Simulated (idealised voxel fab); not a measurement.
This section sets out a process module, namely voxel capacitor over wiring.
The figure presents cross-section cut, which has a width of 295 nm and is divided into square cells with an edge length of 5 nm.
For the purposes of this document, a cross-section shall be understood as a grid of square cells, specified as bands listed in top-to-bottom order, each band consisting of one or more rows of cells. For a band, the entry starts with two heights in nm, that of the top and then that of the bottom, and carries on with the band's materials in order from left to right, each alongside its width in nm; the word "throughout" beside a single material means it fills the band edge to edge, and "empty" means empty space. All heights in this document are referenced to 0, defined as the level beneath which the wafer, as received, consists entirely of one material. The lowest band is not bounded below; it extends indefinitely downward and is written in the form "from 0 down". Note: "30 to 40" means the width goes from the first number (top row of the band) to the second number (bottom row) in equal steps per row of cells. The cross-section has no changed cell in any step marked "no alteration". "Enclosed internal cavities" contains a list of empty spaces, each no smaller than 8 cells and without an open way to the top, written in the form width x height at distance with the distance from the left edge and all three in nm. Read whatever lies past the settings on a step's line as the simulator's own remark about the step. The "overlay nm" setting may appear on a step's line; for a step that uses a mask, it gives how far to the right of its planned position the mask lay, and a negative value indicates the left. So the way this works: pairs, before and after one process step. The after picture only goes down to the lowest band that actually changed, nothing below. Step and its settings are under each pair. And watch out, pairs might come from different runs of this module, same starting wafer though, so a pair only follows on from the one above if its "Before processing step" entry tells you so.

# Before processing step
  from 0 down | Si throughout
  Enclosed internal cavities: none

# Sectional Result
  from 10 to 0 | SiO2 throughout
  Rest of section, below 0: as before.
  Enclosed internal cavities: none
The step occurring between the two cross-sections depicted above is identified as op CONFORMAL_DEP | material SiO2 | thk nm 10

Before processing step: Please consult the pair immediately above; the cross-section it shows after its step is the state before this step.

# Sectional Result
  from 15 to 10 | SiCN throughout
  Rest of section, below 10: as before.
  Enclosed internal cavities: none
The step occurring between the two cross-sections depicted above is identified as op CONFORMAL_DEP | material SiCN | thk nm 5

Before processing step: Please consult the pair immediately above; the cross-section it shows after its step is the state before this step.

# Sectional Result
  from 30 to 15 | SiO2 throughout
  Rest of section, below 15: as before.
  Enclosed internal cavities: none
The step occurring between the two cross-sections depicted above is identified as op DIRECTIONAL_DEP | material SiO2 | thk nm 15

Before processing step: Please consult the pair immediately above; the cross-section it shows after its step is the state before this step.

# Sectional Result
  from 40 to 30 | aC throughout
  Rest of section, below 30: as before.
  Enclosed internal cavities: none
The step occurring between the two cross-sections depicted above is identified as op DIRECTIONAL_DEP | material aC | thk nm 10

Before processing step: Please consult the pair immediately above; the cross-section it shows after its step is the state before this step.

# Sectional Result
  from 65 to 40 | 95 nm resist, 20 nm empty, 60 nm resist, 20 nm empty, 100 nm resist
  Rest of section, below 40: as before.
  Enclosed internal cavities: none
The step occurring between the two cross-sections depicted above is identified as op PATTERN | tone open | mask id METAL_1 | material resist | width nm 20 | pitch nm 80 | thk nm 25 | overlay nm 0

Before processing step: Please consult the pair immediately above; the cross-section it shows after its step is the state before this step.

# Sectional Result
  from 55 to 40 | 95 nm resist, 20 nm empty, 60 nm resist, 20 nm empty, 100 nm resist
  from 40 to 30 | 95 nm aC, 20 nm empty, 60 nm aC, 20 nm empty, 100 nm aC
  Rest of section, below 30: as before.
  Enclosed internal cavities: none
The step occurring between the two cross-sections depicted above is identified as op DIRECTIONAL_ETCH | etch materials aC | depth nm 10

Before processing step: Please consult the pair immediately above; the cross-section it shows after its step is the state before this step.

# Sectional Result
  from 40 to 30 | 95 nm aC, 20 nm empty, 60 nm aC, 20 nm empty, 100 nm aC
  Rest of section, below 30: as before.
  Enclosed internal cavities: none
The step occurring between the two cross-sections depicted above is identified as op STRIP | etch materials resist

Before processing step: Please consult the pair immediately above; the cross-section it shows after its step is the state before this step.

# Sectional Result
  from 40 to 30 | 95 nm aC, 20 nm empty, 60 nm aC, 20 nm empty, 100 nm aC
  from 30 to 15 | 95 nm SiO2, 20 nm empty, 60 nm SiO2, 20 nm empty, 100 nm SiO2
  Rest of section, below 15: as before.
  Enclosed internal cavities: none
The step occurring between the two cross-sections depicted above is identified as op DIRECTIONAL_ETCH | etch materials SiO2 | depth nm 15

Before processing step: Please consult the pair immediately above; the cross-section it shows after its step is the state before this step.

# Sectional Result
  from 40 to 30 | 95 nm aC, 20 nm empty, 60 nm aC, 20 nm empty, 100 nm aC
  from 30 to 15 | 95 nm SiO2, 20 nm empty, 60 nm SiO2, 20 nm empty, 100 nm SiO2
  from 15 to 10 | 95 nm SiCN, 20 nm empty, 60 nm SiCN, 20 nm empty, 100 nm SiCN
  Rest of section, below 10: as before.
  Enclosed internal cavities: none
The step occurring between the two cross-sections depicted above is identified as op DIRECTIONAL_ETCH | etch materials SiCN | depth nm 5

Before processing step: Please consult the pair immediately above; the cross-section it shows after its step is the state before this step.

# Sectional Result
  from 30 to 15 | 95 nm SiO2, 20 nm empty, 60 nm SiO2, 20 nm empty, 100 nm SiO2
  Rest of section, below 15: as before.
  Enclosed internal cavities: none
The step occurring between the two cross-sections depicted above is identified as op STRIP | etch materials aC

Before processing step: Please consult the pair immediately above; the cross-section it shows after its step is the state before this step.

# Sectional Result
  from 35 to 30 | 100 nm TiN, 10 nm empty, 70 nm TiN, 10 nm empty, 105 nm TiN
  from 30 to 15 | 95 nm SiO2, 5 nm TiN, 10 nm empty, 5 nm TiN, 60 nm SiO2, 5 nm TiN, 10 nm empty, 5 nm TiN, 100 nm SiO2
  from 15 to 10 | 95 nm SiCN, 20 nm TiN, 60 nm SiCN, 20 nm TiN, 100 nm SiCN
  Rest of section, below 10: as before.
  Enclosed internal cavities: none
The step occurring between the two cross-sections depicted above is identified as op CONFORMAL_DEP | material TiN | thk nm 5

Before processing step: Please consult the pair immediately above; the cross-section it shows after its step is the state before this step.

# Sectional Result
  from 45 to 35 | Cu throughout
  from 35 to 30 | 100 nm TiN, 10 nm Cu, 70 nm TiN, 10 nm Cu, 105 nm TiN
  from 30 to 15 | 95 nm SiO2, 5 nm TiN, 10 nm Cu, 5 nm TiN, 60 nm SiO2, 5 nm TiN, 10 nm Cu, 5 nm TiN, 100 nm SiO2
  Rest of section, below 15: as before.
  Enclosed internal cavities: none
The step occurring between the two cross-sections depicted above is identified as op FILL_DEP | material Cu | thk nm 10

Before processing step: Please consult the pair immediately above; the cross-section it shows after its step is the state before this step.

# Sectional Result
  from 30 to 15 | 95 nm SiO2, 5 nm TiN, 10 nm Cu, 5 nm TiN, 60 nm SiO2, 5 nm TiN, 10 nm Cu, 5 nm TiN, 100 nm SiO2
  Rest of section, below 15: as before.
  Enclosed internal cavities: none
The step occurring between the two cross-sections depicted above is identified as op CMP | height nm 30

Before processing step: Please consult the pair immediately above; the cross-section it shows after its step is the state before this step.

# Sectional Result
  from 35 to 30 | SiCN throughout
  Rest of section, below 30: as before.
  Enclosed internal cavities: none
The step occurring between the two cross-sections depicted above is identified as op CONFORMAL_DEP | material SiCN | thk nm 5

Before processing step: Please consult the pair immediately above; the cross-section it shows after its step is the state before this step.

# Sectional Result
  from 50 to 35 | lowk throughout
  Rest of section, below 35: as before.
  Enclosed internal cavities: none
The step occurring between the two cross-sections depicted above is identified as op DIRECTIONAL_DEP | material lowk | thk nm 15

Before processing step: Please consult the pair immediately above; the cross-section it shows after its step is the state before this step.

# Sectional Result
  from 60 to 50 | aC throughout
  Rest of section, below 50: as before.
  Enclosed internal cavities: none
The step occurring between the two cross-sections depicted above is identified as op DIRECTIONAL_DEP | material aC | thk nm 10

Before processing step: Please consult the pair immediately above; the cross-section it shows after its step is the state before this step.

# Sectional Result
  from 90 to 60 | 100 nm resist, 15 nm empty, 180 nm resist
  Rest of section, below 60: as before.
  Enclosed internal cavities: none
The step occurring between the two cross-sections depicted above is identified as op PATTERN | tone open | mask id PLUG_1 | material resist | width nm 15 | thk nm 30 | overlay nm 0

Before processing step: Please consult the pair immediately above; the cross-section it shows after its step is the state before this step.

# Sectional Result
  from 80 to 60 | 100 nm resist, 15 nm empty, 180 nm resist
  from 60 to 50 | 100 nm aC, 15 nm empty, 180 nm aC
  Rest of section, below 50: as before.
  Enclosed internal cavities: none
The step occurring between the two cross-sections depicted above is identified as op DIRECTIONAL_ETCH | etch materials aC | depth nm 10

Before processing step: Please consult the pair immediately above; the cross-section it shows after its step is the state before this step.

# Sectional Result
  from 60 to 50 | 100 nm aC, 15 nm empty, 180 nm aC
  Rest of section, below 50: as before.
  Enclosed internal cavities: none
The step occurring between the two cross-sections depicted above is identified as op STRIP | etch materials resist

Before processing step: Please consult the pair immediately above; the cross-section it shows after its step is the state before this step.

# Sectional Result
  from 60 to 50 | 100 nm aC, 15 nm empty, 180 nm aC
  from 50 to 35 | 100 nm lowk, 15 nm empty, 180 nm lowk
  Rest of section, below 35: as before.
  Enclosed internal cavities: none
The step occurring between the two cross-sections depicted above is identified as op DIRECTIONAL_ETCH | etch materials lowk | depth nm 15

Before processing step: Please consult the pair immediately above; the cross-section it shows after its step is the state before this step.

# Sectional Result
  from 60 to 50 | 100 nm aC, 15 nm empty, 180 nm aC
  from 50 to 35 | 100 nm lowk, 15 nm empty, 180 nm lowk
  from 35 to 30 | 100 nm SiCN, 15 nm empty, 180 nm SiCN
  Rest of section, below 30: as before.
  Enclosed internal cavities: none
The step occurring between the two cross-sections depicted above is identified as op DIRECTIONAL_ETCH | etch materials SiCN | depth nm 5

Before processing step: Please consult the pair immediately above; the cross-section it shows after its step is the state before this step.

# Sectional Result
  from 50 to 35 | 100 nm lowk, 15 nm empty, 180 nm lowk
  Rest of section, below 35: as before.
  Enclosed internal cavities: none
The step occurring between the two cross-sections depicted above is identified as op STRIP | etch materials aC

Before processing step: Please consult the pair immediately above; the cross-section it shows after its step is the state before this step.

# Sectional Result
  from 55 to 50 | 105 nm TiN, 5 nm empty, 185 nm TiN
  from 50 to 35 | 100 nm lowk, 5 nm TiN, 5 nm empty, 5 nm TiN, 180 nm lowk
  from 35 to 30 | 100 nm SiCN, 15 nm TiN, 180 nm SiCN
  Rest of section, below 30: as before.
  Enclosed internal cavities: none
The step occurring between the two cross-sections depicted above is identified as op CONFORMAL_DEP | material TiN | thk nm 5

Before processing step: Please consult the pair immediately above; the cross-section it shows after its step is the state before this step.

# Sectional Result
  from 65 to 55 | Ru throughout
  from 55 to 50 | 105 nm TiN, 5 nm Ru, 185 nm TiN
  from 50 to 35 | 100 nm lowk, 5 nm TiN, 5 nm Ru, 5 nm TiN, 180 nm lowk
  Rest of section, below 35: as before.
  Enclosed internal cavities: none
The step occurring between the two cross-sections depicted above is identified as op FILL_DEP | material Ru | thk nm 10

Before processing step: Please consult the pair immediately above; the cross-section it shows after its step is the state before this step.

# Sectional Result
  from 50 to 35 | 100 nm lowk, 5 nm TiN, 5 nm Ru, 5 nm TiN, 180 nm lowk
  Rest of section, below 35: as before.
  Enclosed internal cavities: none
The step occurring between the two cross-sections depicted above is identified as op CMP | height nm 50

Before processing step: Please consult the pair immediately above; the cross-section it shows after its step is the state before this step.

# Sectional Result
  from 55 to 50 | TiN throughout
  Rest of section, below 50: as before.
  Enclosed internal cavities: none
The step occurring between the two cross-sections depicted above is identified as op DIRECTIONAL_DEP | material TiN | thk nm 5

Before processing step: Please consult the pair immediately above; the cross-section it shows after its step is the state before this step.

# Sectional Result
  from 60 to 55 | SiN throughout
  Rest of section, below 55: as before.
  Enclosed internal cavities: none
The step occurring between the two cross-sections depicted above is identified as op DIRECTIONAL_DEP | material SiN | thk nm 5

Before processing step: Please consult the pair immediately above; the cross-section it shows after its step is the state before this step.

# Sectional Result
  from 70 to 60 | TiN throughout
  Rest of section, below 60: as before.
  Enclosed internal cavities: none
The step occurring between the two cross-sections depicted above is identified as op DIRECTIONAL_DEP | material TiN | thk nm 10

Before processing step: Please consult the pair immediately above; the cross-section it shows after its step is the state before this step.

# Sectional Result
  from 85 to 70 | 100 nm empty, 65 nm resist, 130 nm empty
  Rest of section, below 70: as before.
  Enclosed internal cavities: none
The step occurring between the two cross-sections depicted above is identified as op PATTERN | tone cover | mask id UPPER_PLATE | material resist | width nm 65 | thk nm 15 | overlay nm 0

Before processing step: Please consult the pair immediately above; the cross-section it shows after its step is the state before this step.

# Sectional Result
  from 85 to 70 | 100 nm empty, 65 nm resist, 130 nm empty
  from 70 to 60 | 100 nm empty, 65 nm TiN, 130 nm empty
  Rest of section, below 60: as before.
  Enclosed internal cavities: none
The step occurring between the two cross-sections depicted above is identified as op DIRECTIONAL_ETCH | etch materials TiN | depth nm 10

Before processing step: Please consult the pair immediately above; the cross-section it shows after its step is the state before this step.

# Sectional Result
  from 85 to 70 | 100 nm empty, 65 nm resist, 130 nm empty
  from 70 to 60 | 100 nm empty, 65 nm TiN, 130 nm empty
  from 60 to 55 | 100 nm empty, 65 nm SiN, 130 nm empty
  Rest of section, below 55: as before.
  Enclosed internal cavities: none
The step occurring between the two cross-sections depicted above is identified as op DIRECTIONAL_ETCH | etch materials SiN | depth nm 5

Before processing step: Please consult the pair immediately above; the cross-section it shows after its step is the state before this step.

# Sectional Result
  from 70 to 60 | 100 nm empty, 65 nm TiN, 130 nm empty
  Rest of section, below 60: as before.
  Enclosed internal cavities: none
The step occurring between the two cross-sections depicted above is identified as op STRIP | etch materials resist

Before processing step: Please consult the pair immediately above; the cross-section it shows after its step is the state before this step.

# Sectional Result
  from 80 to 70 | 100 nm empty, 65 nm aC, 130 nm empty
  from 70 to 65 | 100 nm empty, 65 nm TiN, 130 nm empty
  from 65 to 60 | 100 nm aC, 65 nm TiN, 130 nm aC
  from 60 to 55 | 100 nm aC, 65 nm SiN, 130 nm aC
  Rest of section, below 55: as before.
  Enclosed internal cavities: none
The step occurring between the two cross-sections depicted above is identified as op DIRECTIONAL_DEP | material aC | thk nm 10

Before processing step: Please consult the pair immediately above; the cross-section it shows after its step is the state before this step.

# Sectional Result
  from 105 to 80 | 95 nm empty, 75 nm resist, 125 nm empty
  from 80 to 70 | 95 nm empty, 5 nm resist, 65 nm aC, 5 nm resist, 125 nm empty
  from 70 to 65 | 95 nm empty, 5 nm resist, 65 nm TiN, 5 nm resist, 125 nm empty
  Rest of section, below 65: as before.
  Enclosed internal cavities: none
The step occurring between the two cross-sections depicted above is identified as op PATTERN | tone cover | mask id LOWER_PLATE | material resist | width nm 75 | thk nm 25 | overlay nm 0

Before processing step: Please consult the pair immediately above; the cross-section it shows after its step is the state before this step.

# Sectional Result
  from 95 to 80 | 95 nm empty, 75 nm resist, 125 nm empty
  from 80 to 70 | 95 nm empty, 5 nm resist, 65 nm aC, 5 nm resist, 125 nm empty
  from 70 to 65 | 95 nm empty, 5 nm resist, 65 nm TiN, 5 nm resist, 125 nm empty
  from 65 to 60 | 95 nm empty, 5 nm aC, 65 nm TiN, 5 nm aC, 125 nm empty
  from 60 to 55 | 95 nm empty, 5 nm aC, 65 nm SiN, 5 nm aC, 125 nm empty
  Rest of section, below 55: as before.
  Enclosed internal cavities: none
The step occurring between the two cross-sections depicted above is identified as op DIRECTIONAL_ETCH | etch materials aC | depth nm 10

Before processing step: Please consult the pair immediately above; the cross-section it shows after its step is the state before this step.

# Sectional Result
  from 80 to 70 | 100 nm empty, 65 nm aC, 130 nm empty
  from 70 to 65 | 100 nm empty, 65 nm TiN, 130 nm empty
  Rest of section, below 65: as before.
  Enclosed internal cavities: none
The step occurring between the two cross-sections depicted above is identified as op STRIP | etch materials resist

Before processing step: Please consult the pair immediately above; the cross-section it shows after its step is the state before this step.

# Sectional Result
  from 80 to 70 | 100 nm empty, 65 nm aC, 130 nm empty
  from 70 to 65 | 100 nm empty, 65 nm TiN, 130 nm empty
  from 65 to 60 | 95 nm empty, 5 nm aC, 65 nm TiN, 5 nm aC, 125 nm empty
  from 60 to 55 | 95 nm empty, 5 nm aC, 65 nm SiN, 5 nm aC, 125 nm empty
  from 55 to 50 | 95 nm empty, 75 nm TiN, 125 nm empty
  Rest of section, below 50: as before.
  Enclosed internal cavities: none
The step occurring between the two cross-sections depicted above is identified as op DIRECTIONAL_ETCH | etch materials TiN | depth nm 5

Before processing step: Please consult the pair immediately above; the cross-section it shows after its step is the state before this step.

# Sectional Result
  from 70 to 60 | 100 nm empty, 65 nm TiN, 130 nm empty
  from 60 to 55 | 100 nm empty, 65 nm SiN, 130 nm empty
  Rest of section, below 55: as before.
  Enclosed internal cavities: none
The step occurring between the two cross-sections depicted above is identified as op STRIP | etch materials aC

Before processing step: Please consult the pair immediately above; the cross-section it shows after its step is the state before this step.

# Sectional Result
  from 90 to 70 | SiO2 throughout
  from 70 to 60 | 100 nm SiO2, 65 nm TiN, 130 nm SiO2
  from 60 to 55 | 100 nm SiO2, 65 nm SiN, 130 nm SiO2
  from 55 to 50 | 95 nm SiO2, 75 nm TiN, 125 nm SiO2
  Rest of section, below 50: as before.
  Enclosed internal cavities: none
The step occurring between the two cross-sections depicted above is identified as op FILL_DEP | material SiO2 | thk nm 20

Before processing step: Please consult the pair immediately above; the cross-section it shows after its step is the state before this step.

# Sectional Result
  from 85 to 70 | SiO2 throughout
  Rest of section, below 70: as before.
  Enclosed internal cavities: none
The step occurring between the two cross-sections depicted above is identified as op CMP | height nm 85

Before processing step: Please consult the pair immediately above; the cross-section it shows after its step is the state before this step.

# Sectional Result
  from 100 to 85 | 110 nm resist, 15 nm empty, 170 nm resist
  Rest of section, below 85: as before.
  Enclosed internal cavities: none
The step occurring between the two cross-sections depicted above is identified as op PATTERN | tone open | mask id PLUG_2 | material resist | width nm 15 | thk nm 15 | overlay nm 0

Before processing step: Please consult the pair immediately above; the cross-section it shows after its step is the state before this step.

# Sectional Result
  from 100 to 85 | 110 nm resist, 15 nm empty, 170 nm resist
  from 85 to 70 | 110 nm SiO2, 15 nm empty, 170 nm SiO2
  Rest of section, below 70: as before.
  Enclosed internal cavities: none
The step occurring between the two cross-sections depicted above is identified as op DIRECTIONAL_ETCH | etch materials SiO2 | depth nm 15

Before processing step: Please consult the pair immediately above; the cross-section it shows after its step is the state before this step.

# Sectional Result
  from 85 to 70 | 110 nm SiO2, 15 nm empty, 170 nm SiO2
  Rest of section, below 70: as before.
  Enclosed internal cavities: none
The step occurring between the two cross-sections depicted above is identified as op STRIP | etch materials resist

Before processing step: Please consult the pair immediately above; the cross-section it shows after its step is the state before this step.

# Sectional Result
  from 90 to 85 | 115 nm TiN, 5 nm empty, 175 nm TiN
  from 85 to 75 | 110 nm SiO2, 5 nm TiN, 5 nm empty, 5 nm TiN, 170 nm SiO2
  from 75 to 70 | 110 nm SiO2, 15 nm TiN, 170 nm SiO2
  Rest of section, below 70: as before.
  Enclosed internal cavities: none
The step occurring between the two cross-sections depicted above is identified as op CONFORMAL_DEP | material TiN | thk nm 5

Before processing step: Please consult the pair immediately above; the cross-section it shows after its step is the state before this step.

# Sectional Result
  from 95 to 90 | Ru throughout
  from 90 to 85 | 115 nm TiN, 5 nm Ru, 175 nm TiN
  from 85 to 75 | 110 nm SiO2, 5 nm TiN, 5 nm Ru, 5 nm TiN, 170 nm SiO2
  Rest of section, below 75: as before.
  Enclosed internal cavities: none
The step occurring between the two cross-sections depicted above is identified as op FILL_DEP | material Ru | thk nm 5

Before processing step: Please consult the pair immediately above; the cross-section it shows after its step is the state before this step.

# Sectional Result
  from 85 to 75 | 110 nm SiO2, 5 nm TiN, 5 nm Ru, 5 nm TiN, 170 nm SiO2
  Rest of section, below 75: as before.
  Enclosed internal cavities: none
The step occurring between the two cross-sections depicted above is identified as op CMP | height nm 85

Before processing step: Please consult the pair immediately above; the cross-section it shows after its step is the state before this step.

# Sectional Result
  from 90 to 85 | SiN throughout
  Rest of section, below 85: as before.
  Enclosed internal cavities: none
The step occurring between the two cross-sections depicted above is identified as op CONFORMAL_DEP | material SiN | thk nm 5

# Before processing step
  from 55 to 50 | TiN throughout
  from 50 to 35 | 100 nm lowk, 5 nm TiN, 5 nm Ru, 5 nm TiN, 180 nm lowk
  from 35 to 30 | 100 nm SiCN, 15 nm TiN, 180 nm SiCN
  from 30 to 15 | 95 nm SiO2, 5 nm TiN, 10 nm Cu, 5 nm TiN, 60 nm SiO2, 5 nm TiN, 10 nm Cu, 5 nm TiN, 100 nm SiO2
  from 15 to 10 | 95 nm SiCN, 20 nm TiN, 60 nm SiCN, 20 nm TiN, 100 nm SiCN
  from 10 to 0 | SiO2 throughout
  from 0 down | Si throughout
  Enclosed internal cavities: none

# Sectional Result
  from 65 to 50 | TiN throughout
  Rest of section, below 50: as before.
  Enclosed internal cavities: none
The step occurring between the two cross-sections depicted above is identified as op DIRECTIONAL_DEP | material TiN | thk nm 10

Before processing step: Please consult the pair immediately above; the cross-section it shows after its step is the state before this step.

# Sectional Result
  from 80 to 65 | 100 nm empty, 65 nm resist, 130 nm empty
  Rest of section, below 65: as before.
  Enclosed internal cavities: none
The step occurring between the two cross-sections depicted above is identified as op PATTERN | tone cover | mask id UPPER_PLATE | material resist | width nm 65 | thk nm 15 | overlay nm 0

Before processing step: Please consult the pair immediately above; the cross-section it shows after its step is the state before this step.

# Sectional Result
  from 80 to 65 | 100 nm empty, 65 nm resist, 130 nm empty
  from 65 to 55 | 100 nm empty, 65 nm TiN, 130 nm empty
  Rest of section, below 55: as before.
  Enclosed internal cavities: none
The step occurring between the two cross-sections depicted above is identified as op DIRECTIONAL_ETCH | etch materials TiN | depth nm 10

Before processing step: Please consult the pair immediately above; the cross-section it shows after its step is the state before this step.

# Sectional Result
  from 65 to 55 | 100 nm empty, 65 nm TiN, 130 nm empty
  Rest of section, below 55: as before.
  Enclosed internal cavities: none
The step occurring between the two cross-sections depicted above is identified as op STRIP | etch materials resist

Before processing step: Please consult the pair immediately above; the cross-section it shows after its step is the state before this step.

# Sectional Result
  from 75 to 65 | 100 nm empty, 65 nm aC, 130 nm empty
  from 65 to 55 | 100 nm aC, 65 nm TiN, 130 nm aC
  Rest of section, below 55: as before.
  Enclosed internal cavities: none
The step occurring between the two cross-sections depicted above is identified as op DIRECTIONAL_DEP | material aC | thk nm 10

Before processing step: Please consult the pair immediately above; the cross-section it shows after its step is the state before this step.

# Sectional Result
  from 100 to 75 | 95 nm empty, 75 nm resist, 125 nm empty
  from 75 to 65 | 95 nm empty, 5 nm resist, 65 nm aC, 5 nm resist, 125 nm empty
  Rest of section, below 65: as before.
  Enclosed internal cavities: none
The step occurring between the two cross-sections depicted above is identified as op PATTERN | tone cover | mask id LOWER_PLATE | material resist | width nm 75 | thk nm 25 | overlay nm 0

Before processing step: Please consult the pair immediately above; the cross-section it shows after its step is the state before this step.

# Sectional Result
  from 90 to 75 | 95 nm empty, 75 nm resist, 125 nm empty
  from 75 to 65 | 95 nm empty, 5 nm resist, 65 nm aC, 5 nm resist, 125 nm empty
  from 65 to 55 | 95 nm empty, 5 nm aC, 65 nm TiN, 5 nm aC, 125 nm empty
  Rest of section, below 55: as before.
  Enclosed internal cavities: none
The step occurring between the two cross-sections depicted above is identified as op DIRECTIONAL_ETCH | etch materials aC | depth nm 10

Before processing step: Please consult the pair immediately above; the cross-section it shows after its step is the state before this step.

# Sectional Result
  from 75 to 65 | 100 nm empty, 65 nm aC, 130 nm empty
  Rest of section, below 65: as before.
  Enclosed internal cavities: none
The step occurring between the two cross-sections depicted above is identified as op STRIP | etch materials resist

Before processing step: Please consult the pair immediately above; the cross-section it shows after its step is the state before this step.

# Sectional Result
  from 75 to 65 | 100 nm empty, 65 nm aC, 130 nm empty
  from 65 to 55 | 95 nm empty, 5 nm aC, 65 nm TiN, 5 nm aC, 125 nm empty
  from 55 to 50 | 95 nm empty, 75 nm TiN, 125 nm empty
  Rest of section, below 50: as before.
  Enclosed internal cavities: none
The step occurring between the two cross-sections depicted above is identified as op DIRECTIONAL_ETCH | etch materials TiN | depth nm 5

Before processing step: Please consult the pair immediately above; the cross-section it shows after its step is the state before this step.

# Sectional Result
  from 65 to 55 | 100 nm empty, 65 nm TiN, 130 nm empty
  Rest of section, below 55: as before.
  Enclosed internal cavities: none
The step occurring between the two cross-sections depicted above is identified as op STRIP | etch materials aC

Before processing step: Please consult the pair immediately above; the cross-section it shows after its step is the state before this step.

# Sectional Result
  from 85 to 65 | SiO2 throughout
  from 65 to 55 | 100 nm SiO2, 65 nm TiN, 130 nm SiO2
  from 55 to 50 | 95 nm SiO2, 75 nm TiN, 125 nm SiO2
  Rest of section, below 50: as before.
  Enclosed internal cavities: none
The step occurring between the two cross-sections depicted above is identified as op FILL_DEP | material SiO2 | thk nm 20

Before processing step: Please consult the pair immediately above; the cross-section it shows after its step is the state before this step.

# Sectional Result
  from 100 to 85 | 110 nm resist, 15 nm empty, 170 nm resist
  Rest of section, below 85: as before.
  Enclosed internal cavities: none
The step occurring between the two cross-sections depicted above is identified as op PATTERN | tone open | mask id PLUG_2 | material resist | width nm 15 | thk nm 15 | overlay nm 0

Before processing step: Please consult the pair immediately above; the cross-section it shows after its step is the state before this step.

# Sectional Result
  from 100 to 85 | 110 nm resist, 15 nm empty, 170 nm resist
  from 85 to 70 | 110 nm SiO2, 15 nm empty, 170 nm SiO2
  Rest of section, below 70: as before.
  Enclosed internal cavities: none
The step occurring between the two cross-sections depicted above is identified as op DIRECTIONAL_ETCH | etch materials SiO2 | depth nm 15

Before processing step: Please consult the pair immediately above; the cross-section it shows after its step is the state before this step.

# Sectional Result
  from 85 to 70 | 110 nm SiO2, 15 nm empty, 170 nm SiO2
  Rest of section, below 70: as before.
  Enclosed internal cavities: none
The step occurring between the two cross-sections depicted above is identified as op STRIP | etch materials resist

Before processing step: Please consult the pair immediately above; the cross-section it shows after its step is the state before this step.

# Sectional Result
  from 90 to 85 | 115 nm TiN, 5 nm empty, 175 nm TiN
  from 85 to 75 | 110 nm SiO2, 5 nm TiN, 5 nm empty, 5 nm TiN, 170 nm SiO2
  from 75 to 70 | 110 nm SiO2, 15 nm TiN, 170 nm SiO2
  Rest of section, below 70: as before.
  Enclosed internal cavities: none
The step occurring between the two cross-sections depicted above is identified as op CONFORMAL_DEP | material TiN | thk nm 5

Before processing step: Please consult the pair immediately above; the cross-section it shows after its step is the state before this step.

# Sectional Result
  from 95 to 90 | Ru throughout
  from 90 to 85 | 115 nm TiN, 5 nm Ru, 175 nm TiN
  from 85 to 75 | 110 nm SiO2, 5 nm TiN, 5 nm Ru, 5 nm TiN, 170 nm SiO2
  Rest of section, below 75: as before.
  Enclosed internal cavities: none
The step occurring between the two cross-sections depicted above is identified as op FILL_DEP | material Ru | thk nm 5

Before processing step: Please consult the pair immediately above; the cross-section it shows after its step is the state before this step.

# Sectional Result
  from 85 to 75 | 110 nm SiO2, 5 nm TiN, 5 nm Ru, 5 nm TiN, 170 nm SiO2
  Rest of section, below 75: as before.
  Enclosed internal cavities: none
The step occurring between the two cross-sections depicted above is identified as op CMP | height nm 85

Before processing step: Please consult the pair immediately above; the cross-section it shows after its step is the state before this step.

# Sectional Result
  from 90 to 85 | SiN throughout
  Rest of section, below 85: as before.
  Enclosed internal cavities: none
The step occurring between the two cross-sections depicted above is identified as op CONFORMAL_DEP | material SiN | thk nm 5

# Before processing step
  from 10 to 0 | SiO2 throughout
  from 0 down | Si throughout
  Enclosed internal cavities: none

# Sectional Result
  from 25 to 0 | SiO2 throughout
  Rest of section, below 0: as before.
  Enclosed internal cavities: none
The step occurring between the two cross-sections depicted above is identified as op DIRECTIONAL_DEP | material SiO2 | thk nm 15

Before processing step: Please consult the pair immediately above; the cross-section it shows after its step is the state before this step.

# Sectional Result
  from 30 to 25 | SiCN throughout
  Rest of section, below 25: as before.
  Enclosed internal cavities: none
The step occurring between the two cross-sections depicted above is identified as op CONFORMAL_DEP | material SiCN | thk nm 5

Before processing step: Please consult the pair immediately above; the cross-section it shows after its step is the state before this step.

# Sectional Result
  from 40 to 30 | aC throughout
  Rest of section, below 30: as before.
  Enclosed internal cavities: none
The step occurring between the two cross-sections depicted above is identified as op DIRECTIONAL_DEP | material aC | thk nm 10

Before processing step: Please consult the pair immediately above; the cross-section it shows after its step is the state before this step.

# Sectional Result
  from 65 to 40 | 95 nm resist, 20 nm empty, 60 nm resist, 20 nm empty, 100 nm resist
  Rest of section, below 40: as before.
  Enclosed internal cavities: none
The step occurring between the two cross-sections depicted above is identified as op PATTERN | tone open | mask id METAL_1 | material resist | width nm 20 | pitch nm 80 | thk nm 25 | overlay nm 0

Before processing step: Please consult the pair immediately above; the cross-section it shows after its step is the state before this step.

# Sectional Result
  from 55 to 40 | 95 nm resist, 20 nm empty, 60 nm resist, 20 nm empty, 100 nm resist
  from 40 to 30 | 95 nm aC, 20 nm empty, 60 nm aC, 20 nm empty, 100 nm aC
  Rest of section, below 30: as before.
  Enclosed internal cavities: none
The step occurring between the two cross-sections depicted above is identified as op DIRECTIONAL_ETCH | etch materials aC | depth nm 10

Before processing step: Please consult the pair immediately above; the cross-section it shows after its step is the state before this step.

# Sectional Result
  from 40 to 30 | 95 nm aC, 20 nm empty, 60 nm aC, 20 nm empty, 100 nm aC
  Rest of section, below 30: as before.
  Enclosed internal cavities: none
The step occurring between the two cross-sections depicted above is identified as op STRIP | etch materials resist

Before processing step: Please consult the pair immediately above; the cross-section it shows after its step is the state before this step.

# Sectional Result
  from 40 to 30 | 95 nm aC, 20 nm empty, 60 nm aC, 20 nm empty, 100 nm aC
  from 30 to 25 | 95 nm SiCN, 20 nm empty, 60 nm SiCN, 20 nm empty, 100 nm SiCN
  Rest of section, below 25: as before.
  Enclosed internal cavities: none
The step occurring between the two cross-sections depicted above is identified as op DIRECTIONAL_ETCH | etch materials SiCN | depth nm 5

Before processing step: Please consult the pair immediately above; the cross-section it shows after its step is the state before this step.

# Sectional Result
  from 30 to 25 | 95 nm SiCN, 20 nm empty, 60 nm SiCN, 20 nm empty, 100 nm SiCN
  Rest of section, below 25: as before.
  Enclosed internal cavities: none
The step occurring between the two cross-sections depicted above is identified as op STRIP | etch materials aC

Before processing step: Please consult the pair immediately above; the cross-section it shows after its step is the state before this step.

# Sectional Result
  from 35 to 30 | 100 nm TiN, 10 nm empty, 70 nm TiN, 10 nm empty, 105 nm TiN
  from 30 to 25 | 95 nm SiCN, 20 nm TiN, 60 nm SiCN, 20 nm TiN, 100 nm SiCN
  Rest of section, below 25: as before.
  Enclosed internal cavities: none
The step occurring between the two cross-sections depicted above is identified as op CONFORMAL_DEP | material TiN | thk nm 5
